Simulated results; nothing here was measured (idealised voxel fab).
Name of the process module below: voxel ribs on slabs
The width of the displayed cross-section, cut, is 150 nm; its cells are square, with a size of 5 nm.
For the purposes of this document, a cross-section shall be understood as a grid of square cells, specified as bands listed in top-to-bottom order, each band consisting of one or more rows of cells. Heads up on the band format: heights come first, top then bottom, in nm. After that it's the materials left to right, each with its width in nm. A single material flagged "full width" fills the whole band edge to edge, and "empty" means there's empty space there. For the purposes of this specification, 0 denotes the height below which the wafer in its as-received condition is composed wholly of one material, and the lowermost band, lacking a lower limit, extends downward without end, as expressed in "from 0 down". Think of "30 to 40" as a width that walks from the first number to the second as you go down the band, top row to bottom row, taking equal-sized steps from row to row. Basically "nothing different" means that step didn't change any cell in the cross-section. Look at "Closed internal cavities" for the closed voids: empty spaces with no open path to the top, sized 8 cells or up. Each is width x height at distance, distance from the left edge, all nm. It should be noted that, on the line of a given step, the content following the step's settings is a remark produced by the simulator itself with respect to that step. "overlay nm", when on a step's line for a step with a mask, measures how far to the right of its planned place the mask lay; a negative measure means to the left.
The steps planned for the process are as follows:
- 1: RECEIVE | material Si
- 2: DIRECTIONAL_DEP | material SiO2 | thk nm 20
- 3: DIRECTIONAL_DEP | material polySi | thk nm 15
- 4: PATTERN | tone cover | mask id RIB | material resist | width nm 25 | thk nm 20 | overlay nm 0
- 5: DIRECTIONAL_ETCH | etch materials polySi | depth nm 10
- 6: STRIP | etch materials resist
- 7: PATTERN | tone cover | mask id SLAB | material resist | width nm 85 | thk nm 20 | overlay nm 0
- 8: DIRECTIONAL_ETCH | etch materials polySi | depth nm 5
- 9: STRIP | etch materials resist
- 10: FILL_DEP | material SiO2 | thk nm 20
- 11: CMP | height nm 45
- 12: DIRECTIONAL_DEP | material W | thk nm 10
- 13: MASKED_ETCH | tone cover | mask id HEATER | width nm 35 | etch materials W | depth nm 10 | overlay nm 0
- 14: CONFORMAL_DEP | material SiN | thk nm 10
First of the two wafers, run per plan:
Wafer cross-section on receipt, i.e. after step 1:
from 0 down | Si full width
Closed internal cavities: none
Cross-section: wafer state after step 2:
from 20 to 0 | SiO2 full width
Everything below 0 is unchanged.
Cross-section: wafer state after step 3:
from 35 to 20 | polySi full width
Everything below 20 is unchanged.
Cross-section: wafer state after step 4:
from 55 to 35 | empty 60 nm  resist 25 nm  empty 65 nm
Everything below 35 is unchanged.
Cross-section: wafer state after step 5:
from 55 to 35 | empty 60 nm  resist 25 nm  empty 65 nm
from 35 to 25 | empty 60 nm  polySi 25 nm  empty 65 nm
Everything below 25 is unchanged.
Cross-section: wafer state after step 6:
from 35 to 25 | empty 60 nm  polySi 25 nm  empty 65 nm
Everything below 25 is unchanged.
Cross-section: wafer state after step 7:
from 55 to 35 | empty 30 nm  resist 85 nm  empty 35 nm
from 35 to 25 | empty 30 nm  resist 30 nm  polySi 25 nm  resist 30 nm  empty 35 nm
Everything below 25 is unchanged.
Cross-section: wafer state after step 8:
from 55 to 35 | empty 30 nm  resist 85 nm  empty 35 nm
from 35 to 25 | empty 30 nm  resist 30 nm  polySi 25 nm  resist 30 nm  empty 35 nm
from 25 to 20 | empty 30 nm  polySi 85 nm  empty 35 nm
Everything below 20 is unchanged.
Cross-section: wafer state after step 9:
from 35 to 25 | empty 60 nm  polySi 25 nm  empty 65 nm
Everything below 25 is unchanged.
Cross-section: wafer state after step 10:
from 55 to 35 | SiO2 full width
from 35 to 25 | SiO2 60 nm  polySi 25 nm  SiO2 65 nm
from 25 to 20 | SiO2 30 nm  polySi 85 nm  SiO2 35 nm
Everything below 20 is unchanged.
Cross-section: wafer state after step 11:
from 45 to 35 | SiO2 full width
Everything below 35 is unchanged.
Cross-section: wafer state after step 12:
from 55 to 45 | W full width
Everything below 45 is unchanged.
Cross-section: wafer state after step 13:
from 55 to 45 | empty 55 nm  W 35 nm  empty 60 nm
Everything below 45 is unchanged.
Cross-section: wafer state after step 14:
from 65 to 55 | empty 45 nm  SiN 55 nm  empty 50 nm
from 55 to 45 | SiN 55 nm  W 35 nm  SiN 60 nm
Everything below 45 is unchanged.
Second wafer, same starting conditions and recipe as the first, one mistake in executing it, nothing differs from the first up to and including step 2:
Cross-section, second wafer, at the end time the plan gives for step 3:
from 40 to 20 | empty 60 nm  resist 25 nm  empty 65 nm
Everything below 20 is unchanged.
Cross-section, second wafer, at the end time the plan gives for step 4:
from 55 to 40 | empty 60 nm  polySi 25 nm  empty 65 nm
from 40 to 35 | empty 60 nm  resist 25 nm  empty 65 nm
from 35 to 20 | polySi 60 nm  resist 25 nm  polySi 65 nm
Everything below 20 is unchanged.
Cross-section, second wafer, at the end time the plan gives for step 5:
from 45 to 40 | empty 60 nm  polySi 25 nm  empty 65 nm
from 40 to 25 | empty 60 nm  resist 25 nm  empty 65 nm
Everything below 25 is unchanged.
Cross-section, second wafer, at the end time the plan gives for step 6:
from 25 to 20 | polySi 60 nm  empty 25 nm  polySi 65 nm
Everything below 20 is unchanged.
Cross-section, second wafer, at the end time the plan gives for step 7:
from 45 to 25 | empty 30 nm  resist 85 nm  empty 35 nm
from 25 to 20 | polySi 60 nm  resist 25 nm  polySi 65 nm
Everything below 20 is unchanged.
Cross-section, second wafer, at the end time the plan gives for step 8:
from 45 to 25 | empty 30 nm  resist 85 nm  empty 35 nm
from 25 to 20 | empty 30 nm  polySi 30 nm  resist 25 nm  polySi 30 nm  empty 35 nm
Everything below 20 is unchanged.
Cross-section, second wafer, at the end time the plan gives for step 9:
from 25 to 20 | empty 30 nm  polySi 30 nm  empty 25 nm  polySi 30 nm  empty 35 nm
Everything below 20 is unchanged.
Cross-section, second wafer, at the end time the plan gives for step 10:
from 45 to 25 | SiO2 full width
from 25 to 20 | SiO2 30 nm  polySi 30 nm  SiO2 25 nm  polySi 30 nm  SiO2 35 nm
Everything below 20 is unchanged.
Cross-section, second wafer, at the end time the plan gives for step 11: nothing different
Cross-section, second wafer, at the end time the plan gives for step 12:
from 55 to 45 | W full width
Everything below 45 is unchanged.
Cross-section, second wafer, at the end time the plan gives for step 13:
from 55 to 45 | empty 55 nm  W 35 nm  empty 60 nm
Everything below 45 is unchanged.
Cross-section, second wafer, at the end time the plan gives for step 14:
from 65 to 55 | empty 45 nm  SiN 55 nm  empty 50 nm
from 55 to 45 | SiN 55 nm  W 35 nm  SiN 60 nm
Everything below 45 is unchanged.
What went wrong in running the wafer? steps 3 and 4 of the plan were each performed in the slot designated for the other
Looking at both finished wafers in cells, the second ends up ahead of or behind the first on some materials: SiO2: 15 more | polySi: 15 fewer
